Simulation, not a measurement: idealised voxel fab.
voxel transistor to metal: a process module
Section shown: cut. Width: 300 nm. Cell size: 5 nm, square.
If you're reading a cross-section in this doc, picture square cells in a grid; it comes to you as bands, top ones listed first down to the bottom, and a band can be one or more rows of cells.
Band: top height; bottom height; in nm. Then, left to right: material with width in nm, for each material. "everywhere": a single material spanning edge to edge. "empty": empty space.
Below 0: as-received wafer, all one material; heights counted from there. Lowest band: no bottom, goes on down, written "0 -> down".
When a width is written as two numbers, as in "30->40", the first number is the width in the top row of cells of the band and the second is the width in its bottom row, and the width changes by the same amount from each row to the next.
Given "no change occurred" for a step, no cell of the cross-section differs between before and after that step.
"Sealed-off cavities" means: voids of 8 cells or more that are shut off from the top with no open way through. Written width x height at distance, distance from the left edge, in nm.
Where a step's line continues beyond its settings, the continuation is a remark by the simulator itself on that step.
The setting "overlay nm" may be written on the line of a step. When the step uses a mask, the value reports how far to the right of the planned place the mask lay, and a negative value reports that it lay to the left.

[The steps planned for the process are as follows]
1. RECEIVE | material Si
2. OXIDIZE | depth nm 5
3. CONFORMAL_DEP | material SiN | thk nm 10
4. PATTERN | tone cover | mask id ACTIVE | material resist | width nm 110 | pitch nm 140 | thk nm 20 | overlay nm 0
5. DIRECTIONAL_ETCH | etch materials SiN | depth nm 10
6. DIRECTIONAL_ETCH | etch materials SiO2 | depth nm 5
7. DIRECTIONAL_ETCH | etch materials Si | depth nm 20
8. STRIP | etch materials resist
9. FILL_DEP | material SiO2 | thk nm 10
10. CMP | height nm 10
11. SELECTIVE_ETCH | etch materials SiO2 | depth nm 5
12. STRIP | etch materials SiN
13. SELECTIVE_ETCH | etch materials SiO2 | depth nm 5
14. OXIDIZE | depth nm 5
15. DIRECTIONAL_DEP | material polySi | thk nm 25
16. DIRECTIONAL_DEP | material SiCN | thk nm 10
17. MASKED_ETCH | tone cover | mask id GATE | width nm 20 | pitch nm 140 | etch materials SiCN | depth nm 20 | overlay nm 0
18. MASKED_ETCH | tone cover | mask id GATE | width nm 20 | pitch nm 140 | etch materials polySi | depth nm 35 | overlay nm 0
19. CONFORMAL_DEP | material SiN | thk nm 5
20. DIRECTIONAL_ETCH | etch materials SiN | depth nm 5
21. DIRECTIONAL_ETCH | etch materials SiO2 | depth nm 5
22. DIRECTIONAL_ETCH | etch materials Si | depth nm 15
23. EPI | material SiGe | thk nm 15
24. FILL_DEP | material SiO2 | thk nm 5
25. CMP | height nm 30
26. DIRECTIONAL_DEP | material SiO2 | thk nm 15
27. MASKED_ETCH | tone open | mask id CONTACT | width nm 35 | etch materials SiO2 | depth nm 55 | overlay nm 0
28. CONFORMAL_DEP | material TiN | thk nm 5
29. FILL_DEP | material W | thk nm 5
30. CMP | height nm 45
31. CONFORMAL_DEP | material SiN | thk nm 5
32. DIRECTIONAL_DEP | material lowk | thk nm 25
33. MASKED_ETCH | tone open | mask id METAL_1 | width nm 20 | etch materials lowk | depth nm 25 | overlay nm 0
34. MASKED_ETCH | tone open | mask id METAL_1 | width nm 20 | etch materials SiN | depth nm 5 | overlay nm 0
35. CONFORMAL_DEP | material TiN | thk nm 5
36. FILL_DEP | material Ru | thk nm 5
37. CMP | height nm 75
38. EPI | material Ru | thk nm 5
39. FILL_DEP | material SiCN | thk nm 5
40. DIRECTIONAL_DEP | material SiO2 | thk nm 35
41. DIRECTIONAL_DEP | material aC | thk nm 10
42. PATTERN | tone open | mask id METAL_2 | material resist | width nm 20 | pitch nm 140 | thk nm 30 | overlay nm 0
43. DIRECTIONAL_ETCH | etch materials aC | depth nm 10
44. STRIP | etch materials resist
45. DIRECTIONAL_ETCH | etch materials SiO2 | depth nm 20
46. STRIP | etch materials aC
47. PATTERN | tone open | mask id METAL_2_HOLES | material resist | width nm 15 | pitch nm 140 | thk nm 20 | overlay nm 0
48. DIRECTIONAL_ETCH | etch materials SiO2 | depth nm 15
49. DIRECTIONAL_ETCH | etch materials SiCN | depth nm 5
50. STRIP | etch materials resist
51. CONFORMAL_DEP | material TiN | thk nm 5
52. FILL_DEP | material Ru | thk nm 5
53. CMP | height nm 120
54. CONFORMAL_DEP | material SiCN | thk nm 5

[Cross-section of the wafer upon arrival, representing the state reached after step 1]
0 -> down: Si everywhere
Sealed-off cavities: none

[Looking at the first of two wafers in cross-section at end of module - ran to plan]
125 -> 120: SiCN everywhere
120 -> 105: 30 SiO2  5 TiN  10 Ru  5 TiN  120 SiO2  5 TiN  10 Ru  5 TiN  110 SiO2
105 -> 100: 30 SiO2  5 TiN  5 Ru  10 TiN  120 SiO2  5 TiN  5 Ru  10 TiN  110 SiO2
100 -> 85: 30 SiO2  5 TiN  5 Ru  5 TiN  125 SiO2  5 TiN  5 Ru  5 TiN  115 SiO2
85 -> 80: 30 SiCN  15 TiN  125 SiCN  15 TiN  115 SiCN
80 -> 75: 25 SiCN  30 Ru  50 SiCN  30 Ru  30 SiCN  30 Ru  50 SiCN  30 Ru  25 SiCN
75 -> 50: 30 lowk  5 TiN  10 Ru  5 TiN  60 lowk  5 TiN  10 Ru  5 TiN  40 lowk  5 TiN  10 Ru  5 TiN  60 lowk  5 TiN  10 Ru  5 TiN  30 lowk
50 -> 45: 30 SiN  20 TiN  60 SiN  20 TiN  40 SiN  20 TiN  60 SiN  20 TiN  30 SiN
45 -> 30: 30 SiO2  5 TiN  25 W  5 TiN  30 SiO2  5 TiN  25 W  5 TiN  40 SiO2  5 TiN  25 W  5 TiN  30 SiO2  5 TiN  25 W  5 TiN  30 SiO2
30 -> 20: 30 SiO2  5 TiN  25 W  5 TiN  5 SiN  20 SiCN  5 SiN  5 TiN  25 W  5 TiN  40 SiO2  5 TiN  25 W  5 TiN  5 SiN  20 SiCN  5 SiN  5 TiN  25 W  5 TiN  30 SiO2
20 -> 10: 30 SiO2  5 TiN  25 W  5 TiN  5 SiN  20 polySi  5 SiN  5 TiN  25 W  5 TiN  40 SiO2  5 TiN  25 W  5 TiN  5 SiN  20 polySi  5 SiN  5 TiN  25 W  5 TiN  30 SiO2
10 -> 5: 30 SiO2  5 TiN  10 W  20 TiN  5 SiN  20 polySi  5 SiN  20 TiN  10 W  5 TiN  40 SiO2  5 TiN  10 W  20 TiN  5 SiN  20 polySi  5 SiN  20 TiN  10 W  5 TiN  30 SiO2
5 -> 0: 30 SiO2  5 TiN  10 W  5 TiN  15 SiGe  5 SiN  20 polySi  5 SiN  15 SiGe  5 TiN  10 W  5 TiN  40 SiO2  5 TiN  10 W  5 TiN  15 SiGe  5 SiN  20 polySi  5 SiN  15 SiGe  5 TiN  10 W  5 TiN  30 SiO2
0 -> -5: 20 SiO2  5 SiN  5 SiO2  5 TiN  10 W  5 TiN  15 SiGe  5 SiN  20 polySi  5 SiN  15 SiGe  5 TiN  10 W  5 TiN  5 SiO2  5 SiN  20 SiO2  5 SiN  5 SiO2  5 TiN  10 W  5 TiN  15 SiGe  5 SiN  20 polySi  5 SiN  15 SiGe  5 TiN  10 W  5 TiN  5 SiO2  5 SiN  20 SiO2
-5 -> -10: 30 SiO2  20 TiN  15 SiGe  30 SiO2  15 SiGe  20 TiN  40 SiO2  20 TiN  15 SiGe  30 SiO2  15 SiGe  20 TiN  30 SiO2
-10 -> -25: 25 SiO2  40 SiGe  30 Si  40 SiGe  30 SiO2  40 SiGe  30 Si  40 SiGe  25 SiO2
-25 -> down: Si everywhere
Sealed-off cavities: none

[Now the second wafer, cross-sectioned at the end of the module. Nothing different at the start, nothing different in the plan compared with the first, just one mistake when it was actually run]
125 -> 120: SiCN everywhere
120 -> 105: 30 SiO2  5 TiN  10 Ru  5 TiN  120 SiO2  5 TiN  10 Ru  5 TiN  110 SiO2
105 -> 100: 30 SiO2  5 TiN  5 Ru  10 TiN  120 SiO2  5 TiN  5 Ru  10 TiN  110 SiO2
100 -> 85: 30 SiO2  5 TiN  5 Ru  5 TiN  125 SiO2  5 TiN  5 Ru  5 TiN  115 SiO2
85 -> 80: 30 SiCN  15 TiN  125 SiCN  15 TiN  115 SiCN
80 -> 75: 25 SiCN  30 Ru  50 SiCN  30 Ru  30 SiCN  30 Ru  50 SiCN  30 Ru  25 SiCN
75 -> 50: 30 lowk  5 TiN  10 Ru  5 TiN  60 lowk  5 TiN  10 Ru  5 TiN  40 lowk  5 TiN  10 Ru  5 TiN  60 lowk  5 TiN  10 Ru  5 TiN  30 lowk
50 -> 45: 30 SiN  20 TiN  60 SiN  20 TiN  40 SiN  20 TiN  60 SiN  20 TiN  30 SiN
45 -> 30: 30 SiO2  5 TiN  25 W  5 TiN  30 SiO2  5 TiN  25 W  5 TiN  40 SiO2  5 TiN  25 W  5 TiN  30 SiO2  5 TiN  25 W  5 TiN  30 SiO2
30 -> 20: 30 SiO2  5 TiN  25 W  5 TiN  5 SiN  20 SiCN  5 SiN  5 TiN  25 W  5 TiN  40 SiO2  5 TiN  25 W  5 TiN  5 SiN  20 SiCN  5 SiN  5 TiN  25 W  5 TiN  30 SiO2
20 -> 10: 30 SiO2  5 TiN  25 W  5 TiN  5 SiN  20 polySi  5 SiN  5 TiN  25 W  5 TiN  40 SiO2  5 TiN  25 W  5 TiN  5 SiN  20 polySi  5 SiN  5 TiN  25 W  5 TiN  30 SiO2
10 -> 5: 30 SiO2  5 TiN  10 W  20 TiN  5 SiN  20 polySi  5 SiN  20 TiN  10 W  5 TiN  40 SiO2  5 TiN  10 W  20 TiN  5 SiN  20 polySi  5 SiN  20 TiN  10 W  5 TiN  30 SiO2
5 -> 0: 30 SiO2  5 TiN  10 W  5 TiN  15 SiGe  5 SiN  20 polySi  5 SiN  15 SiGe  5 TiN  10 W  5 TiN  40 SiO2  5 TiN  10 W  5 TiN  15 SiGe  5 SiN  20 polySi  5 SiN  15 SiGe  5 TiN  10 W  5 TiN  30 SiO2
0 -> -5: 20 SiO2  5 SiN  5 SiO2  5 TiN  10 W  5 TiN  15 SiGe  5 SiN  20 polySi  5 SiN  15 SiGe  5 TiN  10 W  5 TiN  5 SiO2  5 SiN  20 SiO2  5 SiN  5 SiO2  5 TiN  10 W  5 TiN  15 SiGe  5 SiN  20 polySi  5 SiN  15 SiGe  5 TiN  10 W  5 TiN  5 SiO2  5 SiN  20 SiO2
-5 -> -10: 30 SiO2  20 TiN  15 SiGe  30 SiO2  15 SiGe  20 TiN  40 SiO2  20 TiN  15 SiGe  30 SiO2  15 SiGe  20 TiN  30 SiO2
-10 -> -25: 25 SiO2  15 SiGe  10 SiO2  15 SiGe  30 Si  15 SiGe  10 SiO2  15 SiGe  30 SiO2  15 SiGe  10 SiO2  15 SiGe  30 Si  15 SiGe  10 SiO2  15 SiGe  25 SiO2
-25 -> -40: 25 Si  40 SiGe  30 Si  40 SiGe  30 Si  40 SiGe  30 Si  40 SiGe  25 Si
-40 -> down: Si everywhere
Sealed-off cavities: none
Error vs. plan: twice over, step 22 of the plan was run
Final tally in cells, some materials are higher or lower on the second wafer than on the first: Si: 96 fewer; SiGe: 72 more; SiO2: 24 more
